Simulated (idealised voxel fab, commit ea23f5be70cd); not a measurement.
Process module under the name voxel wiring stack
Pictured: cross-section cut, 260 nm wide, on a grid of 5 nm square cells.
A cross-section in this document is a grid of square cells, and it is written down as bands, the top band listed before the ones below it; a band is made up of one or more rows of cells. Band entry format. Leading values: height of top, height of bottom, nm. Remainder: materials in left-to-right order, each with its width in nm. Special words: "everywhere" on a single material, which then fills the band edge to edge; "air", empty space. Heights from 0 (as-received wafer is one material below). Bottom band endless downward, as "0 and below". Width: "30->40" (first number = top row, second number = bottom row, same change from row to row of cells). The cross-section has no changed cell in any step marked "no modifications". If an empty space has no open way to the top and is at least 8 cells in size, "Enclosed empty spaces" lists it, written width x height at distance, where distance is measured from the left edge and every value is in nm. On each step's line, the part that comes after the settings is the simulator's own comment on the step. overlay nm: where the mask lay relative to plan, measured to the right, on steps with a mask; negatives go left.
THE STEPS PLANNED FOR THE PROCESS ARE AS FOLLOWS
1: RECEIVE (material Si)
2: CONFORMAL_DEP (material SiO2; thk nm 10)
3: DIRECTIONAL_DEP (material TiN; thk nm 5)
4: DIRECTIONAL_DEP (material Ru; thk nm 25)
5: MASKED_ETCH (tone cover; mask id METAL_1; width nm 25; pitch nm 45; etch materials Ru; depth nm 25; overlay nm 0)
6: MASKED_ETCH (tone cover; mask id METAL_1; width nm 25; pitch nm 45; etch materials TiN; depth nm 5; overlay nm 0)
7: FILL_DEP (material lowk; thk nm 10)
8: CMP (height nm 40)
9: CONFORMAL_DEP (material SiCN; thk nm 5)
10: DIRECTIONAL_DEP (material lowk; thk nm 30)
11: PATTERN (tone open; mask id METAL_2; material resist; width nm 25; pitch nm 45; thk nm 20; overlay nm 0)
12: DIRECTIONAL_ETCH (etch materials lowk; depth nm 20)
13: STRIP (etch materials resist)
14: PATTERN (tone open; mask id METAL_2_HOLES; material resist; width nm 15; pitch nm 45; thk nm 15; overlay nm 0)
15: DIRECTIONAL_ETCH (etch materials lowk; depth nm 10)
16: DIRECTIONAL_ETCH (etch materials SiCN; depth nm 5)
17: STRIP (etch materials resist)
18: CONFORMAL_DEP (material TiN; thk nm 5)
19: FILL_DEP (material Ru; thk nm 5)
20: CMP (height nm 75)
21: CONFORMAL_DEP (material SiCN; thk nm 5)
22: DIRECTIONAL_DEP (material lowk; thk nm 10)
23: DIRECTIONAL_DEP (material aC; thk nm 10)
24: PATTERN (tone open; mask id PLUG_2; material resist; width nm 15; pitch nm 45; thk nm 30; overlay nm 0)
25: DIRECTIONAL_ETCH (etch materials aC; depth nm 10)
26: STRIP (etch materials resist)
27: DIRECTIONAL_ETCH (etch materials lowk; depth nm 10)
28: DIRECTIONAL_ETCH (etch materials SiCN; depth nm 5)
29: STRIP (etch materials aC)
30: EPI (material Ru; thk nm 10)
31: EPI (material Ru; thk nm 5)
32: DIRECTIONAL_DEP (material TiN; thk nm 5)
33: DIRECTIONAL_DEP (material W; thk nm 25)
34: PATTERN (tone cover; mask id METAL_3; material resist; width nm 25; pitch nm 45; thk nm 20; overlay nm 0)
35: DIRECTIONAL_ETCH (etch materials W; depth nm 25)
36: DIRECTIONAL_ETCH (etch materials TiN; depth nm 5)
37: STRIP (etch materials resist)
38: FILL_DEP (material lowk; thk nm 10)
39: CMP (height nm 120)
40: CONFORMAL_DEP (material SiN; thk nm 5)
THE FIRST WAFER OF TWO, PROCESSED AS PLANNED
HERE'S WHAT THE WAFER LOOKED LIKE IN CROSS-SECTION WHEN IT ARRIVED - THAT'S AFTER STEP 1
	0 and below = Si everywhere
	Enclosed empty spaces: none
SO THIS IS THE WAFER CROSS-SECTION RIGHT AFTER STEP 2
	10 down to 0 = SiO2 everywhere
	Lower than 0, everything is as it was.
SO THIS IS THE WAFER CROSS-SECTION RIGHT AFTER STEP 3
	15 down to 10 = TiN everywhere
	Lower than 10, everything is as it was.
SO THIS IS THE WAFER CROSS-SECTION RIGHT AFTER STEP 4
	40 down to 15 = Ru everywhere
	Lower than 15, everything is as it was.
SO THIS IS THE WAFER CROSS-SECTION RIGHT AFTER STEP 5
	40 down to 15 = 95 air, 25 Ru, 20 air, 25 Ru, 95 air
	Lower than 15, everything is as it was.
SO THIS IS THE WAFER CROSS-SECTION RIGHT AFTER STEP 6
	40 down to 15 = 95 air, 25 Ru, 20 air, 25 Ru, 95 air
	15 down to 10 = 95 air, 25 TiN, 20 air, 25 TiN, 95 air
	Lower than 10, everything is as it was.
SO THIS IS THE WAFER CROSS-SECTION RIGHT AFTER STEP 7
	50 down to 40 = lowk everywhere
	40 down to 15 = 95 lowk, 25 Ru, 20 lowk, 25 Ru, 95 lowk
	15 down to 10 = 95 lowk, 25 TiN, 20 lowk, 25 TiN, 95 lowk
	Lower than 10, everything is as it was.
SO THIS IS THE WAFER CROSS-SECTION RIGHT AFTER STEP 8
	40 down to 15 = 95 lowk, 25 Ru, 20 lowk, 25 Ru, 95 lowk
	Lower than 15, everything is as it was.
SO THIS IS THE WAFER CROSS-SECTION RIGHT AFTER STEP 9
	45 down to 40 = SiCN everywhere
	Lower than 40, everything is as it was.
SO THIS IS THE WAFER CROSS-SECTION RIGHT AFTER STEP 10
	75 down to 45 = lowk everywhere
	Lower than 45, everything is as it was.
SO THIS IS THE WAFER CROSS-SECTION RIGHT AFTER STEP 11
	95 down to 75 = 95 resist, 25 air, 20 resist, 25 air, 95 resist
	Lower than 75, everything is as it was.
SO THIS IS THE WAFER CROSS-SECTION RIGHT AFTER STEP 12
	95 down to 75 = 95 resist, 25 air, 20 resist, 25 air, 95 resist
	75 down to 55 = 95 lowk, 25 air, 20 lowk, 25 air, 95 lowk
	Lower than 55, everything is as it was.
SO THIS IS THE WAFER CROSS-SECTION RIGHT AFTER STEP 13
	75 down to 55 = 95 lowk, 25 air, 20 lowk, 25 air, 95 lowk
	Lower than 55, everything is as it was.
SO THIS IS THE WAFER CROSS-SECTION RIGHT AFTER STEP 14
	90 down to 75 = 95 resist, 15 air, 30 resist, 15 air, 105 resist
	75 down to 55 = 95 lowk, 15 air, 10 resist, 20 lowk, 15 air, 10 resist, 95 lowk
	Lower than 55, everything is as it was.
SO THIS IS THE WAFER CROSS-SECTION RIGHT AFTER STEP 15
	90 down to 75 = 95 resist, 15 air, 30 resist, 15 air, 105 resist
	75 down to 55 = 95 lowk, 15 air, 10 resist, 20 lowk, 15 air, 10 resist, 95 lowk
	55 down to 45 = 95 lowk, 15 air, 30 lowk, 15 air, 105 lowk
	Lower than 45, everything is as it was.
SO THIS IS THE WAFER CROSS-SECTION RIGHT AFTER STEP 16
	90 down to 75 = 95 resist, 15 air, 30 resist, 15 air, 105 resist
	75 down to 55 = 95 lowk, 15 air, 10 resist, 20 lowk, 15 air, 10 resist, 95 lowk
	55 down to 45 = 95 lowk, 15 air, 30 lowk, 15 air, 105 lowk
	45 down to 40 = 95 SiCN, 15 air, 30 SiCN, 15 air, 105 SiCN
	Lower than 40, everything is as it was.
SO THIS IS THE WAFER CROSS-SECTION RIGHT AFTER STEP 17
	75 down to 55 = 95 lowk, 25 air, 20 lowk, 25 air, 95 lowk
	Lower than 55, everything is as it was.
SO THIS IS THE WAFER CROSS-SECTION RIGHT AFTER STEP 18
	80 down to 75 = 100 TiN, 15 air, 30 TiN, 15 air, 100 TiN
	75 down to 60 = 95 lowk, 5 TiN, 15 air, 5 TiN, 20 lowk, 5 TiN, 15 air, 5 TiN, 95 lowk
	60 down to 55 = 95 lowk, 5 TiN, 5 air, 15 TiN, 20 lowk, 5 TiN, 5 air, 15 TiN, 95 lowk
	55 down to 45 = 95 lowk, 5 TiN, 5 air, 5 TiN, 30 lowk, 5 TiN, 5 air, 5 TiN, 105 lowk
	45 down to 40 = 95 SiCN, 15 TiN, 30 SiCN, 15 TiN, 105 SiCN
	Lower than 40, everything is as it was.
SO THIS IS THE WAFER CROSS-SECTION RIGHT AFTER STEP 19
	85 down to 80 = Ru everywhere
	80 down to 75 = 100 TiN, 15 Ru, 30 TiN, 15 Ru, 100 TiN
	75 down to 60 = 95 lowk, 5 TiN, 15 Ru, 5 TiN, 20 lowk, 5 TiN, 15 Ru, 5 TiN, 95 lowk
	60 down to 55 = 95 lowk, 5 TiN, 5 Ru, 15 TiN, 20 lowk, 5 TiN, 5 Ru, 15 TiN, 95 lowk
	55 down to 45 = 95 lowk, 5 TiN, 5 Ru, 5 TiN, 30 lowk, 5 TiN, 5 Ru, 5 TiN, 105 lowk
	Lower than 45, everything is as it was.
SO THIS IS THE WAFER CROSS-SECTION RIGHT AFTER STEP 20
	75 down to 60 = 95 lowk, 5 TiN, 15 Ru, 5 TiN, 20 lowk, 5 TiN, 15 Ru, 5 TiN, 95 lowk
	Lower than 60, everything is as it was.
SO THIS IS THE WAFER CROSS-SECTION RIGHT AFTER STEP 21
	80 down to 75 = SiCN everywhere
	Lower than 75, everything is as it was.
SO THIS IS THE WAFER CROSS-SECTION RIGHT AFTER STEP 22
	90 down to 80 = lowk everywhere
	Lower than 80, everything is as it was.
SO THIS IS THE WAFER CROSS-SECTION RIGHT AFTER STEP 23
	100 down to 90 = aC everywhere
	Lower than 90, everything is as it was.
SO THIS IS THE WAFER CROSS-SECTION RIGHT AFTER STEP 24
	130 down to 100 = 95 resist, 15 air, 30 resist, 15 air, 105 resist
	Lower than 100, everything is as it was.
SO THIS IS THE WAFER CROSS-SECTION RIGHT AFTER STEP 25
	120 down to 100 = 95 resist, 15 air, 30 resist, 15 air, 105 resist
	100 down to 90 = 95 aC, 15 air, 30 aC, 15 air, 105 aC
	Lower than 90, everything is as it was.
SO THIS IS THE WAFER CROSS-SECTION RIGHT AFTER STEP 26
	100 down to 90 = 95 aC, 15 air, 30 aC, 15 air, 105 aC
	Lower than 90, everything is as it was.
SO THIS IS THE WAFER CROSS-SECTION RIGHT AFTER STEP 27
	100 down to 90 = 95 aC, 15 air, 30 aC, 15 air, 105 aC
	90 down to 80 = 95 lowk, 15 air, 30 lowk, 15 air, 105 lowk
	Lower than 80, everything is as it was.
SO THIS IS THE WAFER CROSS-SECTION RIGHT AFTER STEP 28
	100 down to 90 = 95 aC, 15 air, 30 aC, 15 air, 105 aC
	90 down to 80 = 95 lowk, 15 air, 30 lowk, 15 air, 105 lowk
	80 down to 75 = 95 SiCN, 15 air, 30 SiCN, 15 air, 105 SiCN
	Lower than 75, everything is as it was.
SO THIS IS THE WAFER CROSS-SECTION RIGHT AFTER STEP 29
	90 down to 80 = 95 lowk, 15 air, 30 lowk, 15 air, 105 lowk
	Lower than 80, everything is as it was.
SO THIS IS THE WAFER CROSS-SECTION RIGHT AFTER STEP 30
	90 down to 85 = 95 lowk, 15 air, 30 lowk, 15 air, 105 lowk
	85 down to 80 = 95 lowk, 15 Ru, 30 lowk, 15 Ru, 105 lowk
	80 down to 75 = 95 SiCN, 15 Ru, 30 SiCN, 15 Ru, 105 SiCN
	Lower than 75, everything is as it was.
SO THIS IS THE WAFER CROSS-SECTION RIGHT AFTER STEP 31
	90 down to 80 = 95 lowk, 15 Ru, 30 lowk, 15 Ru, 105 lowk
	Lower than 80, everything is as it was.
SO THIS IS THE WAFER CROSS-SECTION RIGHT AFTER STEP 32
	95 down to 90 = TiN everywhere
	Lower than 90, everything is as it was.
SO THIS IS THE WAFER CROSS-SECTION RIGHT AFTER STEP 33
	120 down to 95 = W everywhere
	Lower than 95, everything is as it was.
SO THIS IS THE WAFER CROSS-SECTION RIGHT AFTER STEP 34
	140 down to 120 = 95 air, 25 resist, 20 air, 25 resist, 95 air
	Lower than 120, everything is as it was.
SO THIS IS THE WAFER CROSS-SECTION RIGHT AFTER STEP 35
	140 down to 120 = 95 air, 25 resist, 20 air, 25 resist, 95 air
	120 down to 95 = 95 air, 25 W, 20 air, 25 W, 95 air
	Lower than 95, everything is as it was.
SO THIS IS THE WAFER CROSS-SECTION RIGHT AFTER STEP 36
	140 down to 120 = 95 air, 25 resist, 20 air, 25 resist, 95 air
	120 down to 95 = 95 air, 25 W, 20 air, 25 W, 95 air
	95 down to 90 = 95 air, 25 TiN, 20 air, 25 TiN, 95 air
	Lower than 90, everything is as it was.
SO THIS IS THE WAFER CROSS-SECTION RIGHT AFTER STEP 37
	120 down to 95 = 95 air, 25 W, 20 air, 25 W, 95 air
	Lower than 95, everything is as it was.
SO THIS IS THE WAFER CROSS-SECTION RIGHT AFTER STEP 38
	130 down to 120 = lowk everywhere
	120 down to 95 = 95 lowk, 25 W, 20 lowk, 25 W, 95 lowk
	95 down to 90 = 95 lowk, 25 TiN, 20 lowk, 25 TiN, 95 lowk
	Lower than 90, everything is as it was.
SO THIS IS THE WAFER CROSS-SECTION RIGHT AFTER STEP 39
	120 down to 95 = 95 lowk, 25 W, 20 lowk, 25 W, 95 lowk
	Lower than 95, everything is as it was.
SO THIS IS THE WAFER CROSS-SECTION RIGHT AFTER STEP 40
	125 down to 120 = SiN everywhere
	Lower than 120, everything is as it was.
THE REMAINING WAFER, SECOND OF THE TWO, STARTED LIKE THE FIRST AND WAS RUN TO THE SAME PLAN, EXCEPT THAT ONE MISTAKE WAS MADE ALONG THE WAY; THE TWO COINCIDE THROUGH STEP 4, INCLUSIVE
SECOND WAFER SHOWN IN CROSS-SECTION AT THE TIME STEP 5 WAS SLATED TO END
	40 down to 15 = 95 Ru, 25 air, 20 Ru, 25 air, 95 Ru
	Lower than 15, everything is as it was.
Second wafer shown in cross-section at the time step 6 was slated to end: no modifications
SECOND WAFER SHOWN IN CROSS-SECTION AT THE TIME STEP 7 WAS SLATED TO END
	50 down to 40 = lowk everywhere
	40 down to 15 = 95 Ru, 25 lowk, 20 Ru, 25 lowk, 95 Ru
	Lower than 15, everything is as it was.
SECOND WAFER SHOWN IN CROSS-SECTION AT THE TIME STEP 8 WAS SLATED TO END
	40 down to 15 = 95 Ru, 25 lowk, 20 Ru, 25 lowk, 95 Ru
	Lower than 15, everything is as it was.
SECOND WAFER SHOWN IN CROSS-SECTION AT THE TIME STEP 9 WAS SLATED TO END
	45 down to 40 = SiCN everywhere
	Lower than 40, everything is as it was.
SECOND WAFER SHOWN IN CROSS-SECTION AT THE TIME STEP 10 WAS SLATED TO END
	75 down to 45 = lowk everywhere
	Lower than 45, everything is as it was.
SECOND WAFER SHOWN IN CROSS-SECTION AT THE TIME STEP 11 WAS SLATED TO END
	95 down to 75 = 95 resist, 25 air, 20 resist, 25 air, 95 resist
	Lower than 75, everything is as it was.
SECOND WAFER SHOWN IN CROSS-SECTION AT THE TIME STEP 12 WAS SLATED TO END
	95 down to 75 = 95 resist, 25 air, 20 resist, 25 air, 95 resist
	75 down to 55 = 95 lowk, 25 air, 20 lowk, 25 air, 95 lowk
	Lower than 55, everything is as it was.
SECOND WAFER SHOWN IN CROSS-SECTION AT THE TIME STEP 13 WAS SLATED TO END
	75 down to 55 = 95 lowk, 25 air, 20 lowk, 25 air, 95 lowk
	Lower than 55, everything is as it was.
SECOND WAFER SHOWN IN CROSS-SECTION AT THE TIME STEP 14 WAS SLATED TO END
	90 down to 75 = 95 resist, 15 air, 30 resist, 15 air, 105 resist
	75 down to 55 = 95 lowk, 15 air, 10 resist, 20 lowk, 15 air, 10 resist, 95 lowk
	Lower than 55, everything is as it was.
SECOND WAFER SHOWN IN CROSS-SECTION AT THE TIME STEP 15 WAS SLATED TO END
	90 down to 75 = 95 resist, 15 air, 30 resist, 15 air, 105 resist
	75 down to 55 = 95 lowk, 15 air, 10 resist, 20 lowk, 15 air, 10 resist, 95 lowk
	55 down to 45 = 95 lowk, 15 air, 30 lowk, 15 air, 105 lowk
	Lower than 45, everything is as it was.
SECOND WAFER SHOWN IN CROSS-SECTION AT THE TIME STEP 16 WAS SLATED TO END
	90 down to 75 = 95 resist, 15 air, 30 resist, 15 air, 105 resist
	75 down to 55 = 95 lowk, 15 air, 10 resist, 20 lowk, 15 air, 10 resist, 95 lowk
	55 down to 45 = 95 lowk, 15 air, 30 lowk, 15 air, 105 lowk
	45 down to 40 = 95 SiCN, 15 air, 30 SiCN, 15 air, 105 SiCN
	Lower than 40, everything is as it was.
SECOND WAFER SHOWN IN CROSS-SECTION AT THE TIME STEP 17 WAS SLATED TO END
	75 down to 55 = 95 lowk, 25 air, 20 lowk, 25 air, 95 lowk
	Lower than 55, everything is as it was.
SECOND WAFER SHOWN IN CROSS-SECTION AT THE TIME STEP 18 WAS SLATED TO END
	80 down to 75 = 100 TiN, 15 air, 30 TiN, 15 air, 100 TiN
	75 down to 60 = 95 lowk, 5 TiN, 15 air, 5 TiN, 20 lowk, 5 TiN, 15 air, 5 TiN, 95 lowk
	60 down to 55 = 95 lowk, 5 TiN, 5 air, 15 TiN, 20 lowk, 5 TiN, 5 air, 15 TiN, 95 lowk
	55 down to 45 = 95 lowk, 5 TiN, 5 air, 5 TiN, 30 lowk, 5 TiN, 5 air, 5 TiN, 105 lowk
	45 down to 40 = 95 SiCN, 15 TiN, 30 SiCN, 15 TiN, 105 SiCN
	Lower than 40, everything is as it was.
SECOND WAFER SHOWN IN CROSS-SECTION AT THE TIME STEP 19 WAS SLATED TO END
	85 down to 80 = Ru everywhere
	80 down to 75 = 100 TiN, 15 Ru, 30 TiN, 15 Ru, 100 TiN
	75 down to 60 = 95 lowk, 5 TiN, 15 Ru, 5 TiN, 20 lowk, 5 TiN, 15 Ru, 5 TiN, 95 lowk
	60 down to 55 = 95 lowk, 5 TiN, 5 Ru, 15 TiN, 20 lowk, 5 TiN, 5 Ru, 15 TiN, 95 lowk
	55 down to 45 = 95 lowk, 5 TiN, 5 Ru, 5 TiN, 30 lowk, 5 TiN, 5 Ru, 5 TiN, 105 lowk
	Lower than 45, everything is as it was.
SECOND WAFER SHOWN IN CROSS-SECTION AT THE TIME STEP 20 WAS SLATED TO END
	75 down to 60 = 95 lowk, 5 TiN, 15 Ru, 5 TiN, 20 lowk, 5 TiN, 15 Ru, 5 TiN, 95 lowk
	Lower than 60, everything is as it was.
SECOND WAFER SHOWN IN CROSS-SECTION AT THE TIME STEP 21 WAS SLATED TO END
	80 down to 75 = SiCN everywhere
	Lower than 75, everything is as it was.
SECOND WAFER SHOWN IN CROSS-SECTION AT THE TIME STEP 22 WAS SLATED TO END
	90 down to 80 = lowk everywhere
	Lower than 80, everything is as it was.
SECOND WAFER SHOWN IN CROSS-SECTION AT THE TIME STEP 23 WAS SLATED TO END
	100 down to 90 = aC everywhere
	Lower than 90, everything is as it was.
SECOND WAFER SHOWN IN CROSS-SECTION AT THE TIME STEP 24 WAS SLATED TO END
	130 down to 100 = 95 resist, 15 air, 30 resist, 15 air, 105 resist
	Lower than 100, everything is as it was.
SECOND WAFER SHOWN IN CROSS-SECTION AT THE TIME STEP 25 WAS SLATED TO END
	120 down to 100 = 95 resist, 15 air, 30 resist, 15 air, 105 resist
	100 down to 90 = 95 aC, 15 air, 30 aC, 15 air, 105 aC
	Lower than 90, everything is as it was.
SECOND WAFER SHOWN IN CROSS-SECTION AT THE TIME STEP 26 WAS SLATED TO END
	100 down to 90 = 95 aC, 15 air, 30 aC, 15 air, 105 aC
	Lower than 90, everything is as it was.
SECOND WAFER SHOWN IN CROSS-SECTION AT THE TIME STEP 27 WAS SLATED TO END
	100 down to 90 = 95 aC, 15 air, 30 aC, 15 air, 105 aC
	90 down to 80 = 95 lowk, 15 air, 30 lowk, 15 air, 105 lowk
	Lower than 80, everything is as it was.
SECOND WAFER SHOWN IN CROSS-SECTION AT THE TIME STEP 28 WAS SLATED TO END
	100 down to 90 = 95 aC, 15 air, 30 aC, 15 air, 105 aC
	90 down to 80 = 95 lowk, 15 air, 30 lowk, 15 air, 105 lowk
	80 down to 75 = 95 SiCN, 15 air, 30 SiCN, 15 air, 105 SiCN
	Lower than 75, everything is as it was.
SECOND WAFER SHOWN IN CROSS-SECTION AT THE TIME STEP 29 WAS SLATED TO END
	90 down to 80 = 95 lowk, 15 air, 30 lowk, 15 air, 105 lowk
	Lower than 80, everything is as it was.
SECOND WAFER SHOWN IN CROSS-SECTION AT THE TIME STEP 30 WAS SLATED TO END
	90 down to 85 = 95 lowk, 15 air, 30 lowk, 15 air, 105 lowk
	85 down to 80 = 95 lowk, 15 Ru, 30 lowk, 15 Ru, 105 lowk
	80 down to 75 = 95 SiCN, 15 Ru, 30 SiCN, 15 Ru, 105 SiCN
	Lower than 75, everything is as it was.
SECOND WAFER SHOWN IN CROSS-SECTION AT THE TIME STEP 31 WAS SLATED TO END
	90 down to 80 = 95 lowk, 15 Ru, 30 lowk, 15 Ru, 105 lowk
	Lower than 80, everything is as it was.
SECOND WAFER SHOWN IN CROSS-SECTION AT THE TIME STEP 32 WAS SLATED TO END
	95 down to 90 = TiN everywhere
	Lower than 90, everything is as it was.
SECOND WAFER SHOWN IN CROSS-SECTION AT THE TIME STEP 33 WAS SLATED TO END
	120 down to 95 = W everywhere
	Lower than 95, everything is as it was.
SECOND WAFER SHOWN IN CROSS-SECTION AT THE TIME STEP 34 WAS SLATED TO END
	140 down to 120 = 95 air, 25 resist, 20 air, 25 resist, 95 air
	Lower than 120, everything is as it was.
SECOND WAFER SHOWN IN CROSS-SECTION AT THE TIME STEP 35 WAS SLATED TO END
	140 down to 120 = 95 air, 25 resist, 20 air, 25 resist, 95 air
	120 down to 95 = 95 air, 25 W, 20 air, 25 W, 95 air
	Lower than 95, everything is as it was.
SECOND WAFER SHOWN IN CROSS-SECTION AT THE TIME STEP 36 WAS SLATED TO END
	140 down to 120 = 95 air, 25 resist, 20 air, 25 resist, 95 air
	120 down to 95 = 95 air, 25 W, 20 air, 25 W, 95 air
	95 down to 90 = 95 air, 25 TiN, 20 air, 25 TiN, 95 air
	Lower than 90, everything is as it was.
SECOND WAFER SHOWN IN CROSS-SECTION AT THE TIME STEP 37 WAS SLATED TO END
	120 down to 95 = 95 air, 25 W, 20 air, 25 W, 95 air
	Lower than 95, everything is as it was.
SECOND WAFER SHOWN IN CROSS-SECTION AT THE TIME STEP 38 WAS SLATED TO END
	130 down to 120 = lowk everywhere
	120 down to 95 = 95 lowk, 25 W, 20 lowk, 25 W, 95 lowk
	95 down to 90 = 95 lowk, 25 TiN, 20 lowk, 25 TiN, 95 lowk
	Lower than 90, everything is as it was.
SECOND WAFER SHOWN IN CROSS-SECTION AT THE TIME STEP 39 WAS SLATED TO END
	120 down to 95 = 95 lowk, 25 W, 20 lowk, 25 W, 95 lowk
	Lower than 95, everything is as it was.
SECOND WAFER SHOWN IN CROSS-SECTION AT THE TIME STEP 40 WAS SLATED TO END
	125 down to 120 = SiN everywhere
	Lower than 120, everything is as it was.
Where did the run depart from the plan? heads up, step 5 didn't go per plan, it actually ran as MASKED_ETCH (tone open; mask id METAL_1; width nm 25; pitch nm 45; etch materials Ru; depth nm 25; overlay nm 0)
At the finish, the second wafer shows more or fewer cells for some materials than the first does: Ru +160 | TiN +42 | lowk -202
